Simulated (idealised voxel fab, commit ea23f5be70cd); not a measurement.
Herein follows the process module entitled voxel self aligned vias.
Cross-section cut spans 185 nm and uses square cells 5 nm in size.
In this document a cross-section is written as a grid of square cells. It is given as a series of bands, listed from the top down, and a band is one or more rows of cells. For a band, the entry starts with two heights in nm, that of the top and then that of the bottom, and carries on with the band's materials in order from left to right, each alongside its width in nm; the word "throughout" beside a single material means it fills the band edge to edge, and "blank" means empty space. Ref level 0: as-received wafer is one material below here. Bottom band extends down with no lower bound ("0 and below"). Read "30 to 40" as a graded width: first number on top, second number at the bottom, same change between each pair of neighbouring rows. "stayed the same" after a step means that no cell of the cross-section changed. The label "Cavities, sealed" introduces a list of the empty spaces, 8 cells or larger, that have no open way up to the top; each entry in it reads width x height at distance, where the distance is taken from the left edge and all three are stated in nm. On a step's line, text after the settings is the simulator commenting on that step. Steps that use a mask can have "overlay nm" on their line. It says how far the mask sat to the right of where it was meant to be. Negative means to the left.
List of planned process steps
1 RECEIVE | material Si
2 CONFORMAL_DEP | material SiO2 | thk nm 15
3 CONFORMAL_DEP | material SiCN | thk nm 5
4 DIRECTIONAL_DEP | material SiO2 | thk nm 20
5 DIRECTIONAL_DEP | material aC | thk nm 15
6 PATTERN | tone open | mask id LINES | material resist | width nm 20 | pitch nm 70 | thk nm 35 | overlay nm 0
7 DIRECTIONAL_ETCH | etch materials aC | depth nm 15
8 STRIP | etch materials resist
9 DIRECTIONAL_ETCH | etch materials SiO2 | depth nm 20
10 STRIP | etch materials aC
11 CONFORMAL_DEP | material TiN | thk nm 5
12 FILL_DEP | material W | thk nm 5
13 CMP | height nm 40
14 SELECTIVE_ETCH | etch materials W Ru TiN | depth nm 5
15 FILL_DEP | material SiN | thk nm 5
16 CMP | height nm 40
17 DIRECTIONAL_DEP | material SiO2 | thk nm 20
18 DIRECTIONAL_DEP | material aC | thk nm 15
19 PATTERN | tone open | mask id VIAS | material resist | width nm 40 | thk nm 30 | overlay nm 0
20 DIRECTIONAL_ETCH | etch materials aC | depth nm 15
21 STRIP | etch materials resist
22 DIRECTIONAL_ETCH | etch materials SiO2 | depth nm 20
23 DIRECTIONAL_ETCH | etch materials SiN | depth nm 5
24 STRIP | etch materials aC
25 CONFORMAL_DEP | material TiN | thk nm 5
26 FILL_DEP | material Cu | thk nm 5
27 CMP | height nm 60
28 CONFORMAL_DEP | material SiCN | thk nm 5
First of two wafers - as planned
Cross-sectional view of the wafer in its as-received condition, corresponding to the state after step 1
	0 and below | Si throughout
	Cavities, sealed: none
Wafer after step 2 (cross-section)
	15 down to 0 | SiO2 throughout
	Below 0 it's all the same as before, nothing changed down there.
Wafer after step 3 (cross-section)
	20 down to 15 | SiCN throughout
	Below 15 it's all the same as before, nothing changed down there.
Wafer after step 4 (cross-section)
	40 down to 20 | SiO2 throughout
	Below 20 it's all the same as before, nothing changed down there.
Wafer after step 5 (cross-section)
	55 down to 40 | aC throughout
	Below 40 it's all the same as before, nothing changed down there.
Wafer after step 6 (cross-section)
	90 down to 55 | resist=45; blank=20; resist=50; blank=20; resist=50
	Below 55 it's all the same as before, nothing changed down there.
Wafer after step 7 (cross-section)
	75 down to 55 | resist=45; blank=20; resist=50; blank=20; resist=50
	55 down to 40 | aC=45; blank=20; aC=50; blank=20; aC=50
	Below 40 it's all the same as before, nothing changed down there.
Wafer after step 8 (cross-section)
	55 down to 40 | aC=45; blank=20; aC=50; blank=20; aC=50
	Below 40 it's all the same as before, nothing changed down there.
Wafer after step 9 (cross-section)
	55 down to 40 | aC=45; blank=20; aC=50; blank=20; aC=50
	40 down to 20 | SiO2=45; blank=20; SiO2=50; blank=20; SiO2=50
	Below 20 it's all the same as before, nothing changed down there.
Wafer after step 10 (cross-section)
	40 down to 20 | SiO2=45; blank=20; SiO2=50; blank=20; SiO2=50
	Below 20 it's all the same as before, nothing changed down there.
Wafer after step 11 (cross-section)
	45 down to 40 | TiN=50; blank=10; TiN=60; blank=10; TiN=55
	40 down to 25 | SiO2=45; TiN=5; blank=10; TiN=5; SiO2=50; TiN=5; blank=10; TiN=5; SiO2=50
	25 down to 20 | SiO2=45; TiN=20; SiO2=50; TiN=20; SiO2=50
	Below 20 it's all the same as before, nothing changed down there.
Wafer after step 12 (cross-section)
	50 down to 45 | W throughout
	45 down to 40 | TiN=50; W=10; TiN=60; W=10; TiN=55
	40 down to 25 | SiO2=45; TiN=5; W=10; TiN=5; SiO2=50; TiN=5; W=10; TiN=5; SiO2=50
	Below 25 it's all the same as before, nothing changed down there.
Wafer after step 13 (cross-section)
	40 down to 25 | SiO2=45; TiN=5; W=10; TiN=5; SiO2=50; TiN=5; W=10; TiN=5; SiO2=50
	Below 25 it's all the same as before, nothing changed down there.
Wafer after step 14 (cross-section)
	40 down to 35 | SiO2=45; blank=20; SiO2=50; blank=20; SiO2=50
	Below 35 it's all the same as before, nothing changed down there.
Wafer after step 15 (cross-section)
	45 down to 40 | SiN throughout
	40 down to 35 | SiO2=45; SiN=20; SiO2=50; SiN=20; SiO2=50
	Below 35 it's all the same as before, nothing changed down there.
Wafer after step 16 (cross-section)
	40 down to 35 | SiO2=45; SiN=20; SiO2=50; SiN=20; SiO2=50
	Below 35 it's all the same as before, nothing changed down there.
Wafer after step 17 (cross-section)
	60 down to 40 | SiO2 throughout
	Below 40 it's all the same as before, nothing changed down there.
Wafer after step 18 (cross-section)
	75 down to 60 | aC throughout
	Below 60 it's all the same as before, nothing changed down there.
Wafer after step 19 (cross-section)
	105 down to 75 | resist=35; blank=40; resist=110
	Below 75 it's all the same as before, nothing changed down there.
Wafer after step 20 (cross-section)
	90 down to 75 | resist=35; blank=40; resist=110
	75 down to 60 | aC=35; blank=40; aC=110
	Below 60 it's all the same as before, nothing changed down there.
Wafer after step 21 (cross-section)
	75 down to 60 | aC=35; blank=40; aC=110
	Below 60 it's all the same as before, nothing changed down there.
Wafer after step 22 (cross-section)
	75 down to 60 | aC=35; blank=40; aC=110
	60 down to 40 | SiO2=35; blank=40; SiO2=110
	Below 40 it's all the same as before, nothing changed down there.
Wafer after step 23 (cross-section)
	75 down to 60 | aC=35; blank=40; aC=110
	60 down to 40 | SiO2=35; blank=40; SiO2=110
	40 down to 35 | SiO2=45; blank=20; SiO2=50; SiN=20; SiO2=50
	Below 35 it's all the same as before, nothing changed down there.
Wafer after step 24 (cross-section)
	60 down to 40 | SiO2=35; blank=40; SiO2=110
	Below 40 it's all the same as before, nothing changed down there.
Wafer after step 25 (cross-section)
	65 down to 60 | TiN=40; blank=30; TiN=115
	60 down to 45 | SiO2=35; TiN=5; blank=30; TiN=5; SiO2=110
	45 down to 40 | SiO2=35; TiN=15; blank=10; TiN=15; SiO2=110
	40 down to 35 | SiO2=45; TiN=20; SiO2=50; SiN=20; SiO2=50
	Below 35 it's all the same as before, nothing changed down there.
Wafer after step 26 (cross-section)
	70 down to 65 | Cu throughout
	65 down to 60 | TiN=40; Cu=30; TiN=115
	60 down to 45 | SiO2=35; TiN=5; Cu=30; TiN=5; SiO2=110
	45 down to 40 | SiO2=35; TiN=15; Cu=10; TiN=15; SiO2=110
	Below 40 it's all the same as before, nothing changed down there.
Wafer after step 27 (cross-section)
	60 down to 45 | SiO2=35; TiN=5; Cu=30; TiN=5; SiO2=110
	Below 45 it's all the same as before, nothing changed down there.
Wafer after step 28 (cross-section)
	65 down to 60 | SiCN throughout
	Below 60 it's all the same as before, nothing changed down there.
Second wafer: same start and same plan as the first, one execution error; identical to the first through step 2
Second wafer, section view, time point: scheduled end of step 3
	35 down to 0 | SiO2 throughout
	Below 0 it's all the same as before, nothing changed down there.
Second wafer, section view, time point: scheduled end of step 4
	40 down to 35 | SiCN throughout
	Below 35 it's all the same as before, nothing changed down there.
Second wafer, section view, time point: scheduled end of step 5
	55 down to 40 | aC throughout
	Below 40 it's all the same as before, nothing changed down there.
Second wafer, section view, time point: scheduled end of step 6
	90 down to 55 | resist=45; blank=20; resist=50; blank=20; resist=50
	Below 55 it's all the same as before, nothing changed down there.
Second wafer, section view, time point: scheduled end of step 7
	75 down to 55 | resist=45; blank=20; resist=50; blank=20; resist=50
	55 down to 40 | aC=45; blank=20; aC=50; blank=20; aC=50
	Below 40 it's all the same as before, nothing changed down there.
Second wafer, section view, time point: scheduled end of step 8
	55 down to 40 | aC=45; blank=20; aC=50; blank=20; aC=50
	Below 40 it's all the same as before, nothing changed down there.
Second wafer, section view, time point: scheduled end of step 9: stayed the same
Second wafer, section view, time point: scheduled end of step 10
	40 down to 35 | SiCN throughout
	Below 35 it's all the same as before, nothing changed down there.
Second wafer, section view, time point: scheduled end of step 11
	45 down to 40 | TiN throughout
	Below 40 it's all the same as before, nothing changed down there.
Second wafer, section view, time point: scheduled end of step 12
	50 down to 45 | W throughout
	Below 45 it's all the same as before, nothing changed down there.
Second wafer, section view, time point: scheduled end of step 13
	40 down to 35 | SiCN throughout
	Below 35 it's all the same as before, nothing changed down there.
Second wafer, section view, time point: scheduled end of step 14: stayed the same
Second wafer, section view, time point: scheduled end of step 15
	45 down to 40 | SiN throughout
	Below 40 it's all the same as before, nothing changed down there.
Second wafer, section view, time point: scheduled end of step 16
	40 down to 35 | SiCN throughout
	Below 35 it's all the same as before, nothing changed down there.
Second wafer, section view, time point: scheduled end of step 17
	60 down to 40 | SiO2 throughout
	Below 40 it's all the same as before, nothing changed down there.
Second wafer, section view, time point: scheduled end of step 18
	75 down to 60 | aC throughout
	Below 60 it's all the same as before, nothing changed down there.
Second wafer, section view, time point: scheduled end of step 19
	105 down to 75 | resist=35; blank=40; resist=110
	Below 75 it's all the same as before, nothing changed down there.
Second wafer, section view, time point: scheduled end of step 20
	90 down to 75 | resist=35; blank=40; resist=110
	75 down to 60 | aC=35; blank=40; aC=110
	Below 60 it's all the same as before, nothing changed down there.
Second wafer, section view, time point: scheduled end of step 21
	75 down to 60 | aC=35; blank=40; aC=110
	Below 60 it's all the same as before, nothing changed down there.
Second wafer, section view, time point: scheduled end of step 22
	75 down to 60 | aC=35; blank=40; aC=110
	60 down to 40 | SiO2=35; blank=40; SiO2=110
	Below 40 it's all the same as before, nothing changed down there.
Second wafer, section view, time point: scheduled end of step 23: stayed the same
Second wafer, section view, time point: scheduled end of step 24
	60 down to 40 | SiO2=35; blank=40; SiO2=110
	Below 40 it's all the same as before, nothing changed down there.
Second wafer, section view, time point: scheduled end of step 25
	65 down to 60 | TiN=40; blank=30; TiN=115
	60 down to 45 | SiO2=35; TiN=5; blank=30; TiN=5; SiO2=110
	45 down to 40 | SiO2=35; TiN=40; SiO2=110
	Below 40 it's all the same as before, nothing changed down there.
Second wafer, section view, time point: scheduled end of step 26
	70 down to 65 | Cu throughout
	65 down to 60 | TiN=40; Cu=30; TiN=115
	60 down to 45 | SiO2=35; TiN=5; Cu=30; TiN=5; SiO2=110
	Below 45 it's all the same as before, nothing changed down there.
Second wafer, section view, time point: scheduled end of step 27
	60 down to 45 | SiO2=35; TiN=5; Cu=30; TiN=5; SiO2=110
	Below 45 it's all the same as before, nothing changed down there.
Second wafer, section view, time point: scheduled end of step 28
	65 down to 60 | SiCN throughout
	Below 60 it's all the same as before, nothing changed down there.
Processing error: step 3 ran in the slot meant for step 4, and vice versa
Cell-count delta at end, second wafer over first, by material: Cu: 2 fewer, SiN: 4 fewer, SiO2: 32 more, TiN: 18 fewer, W: 8 fewer
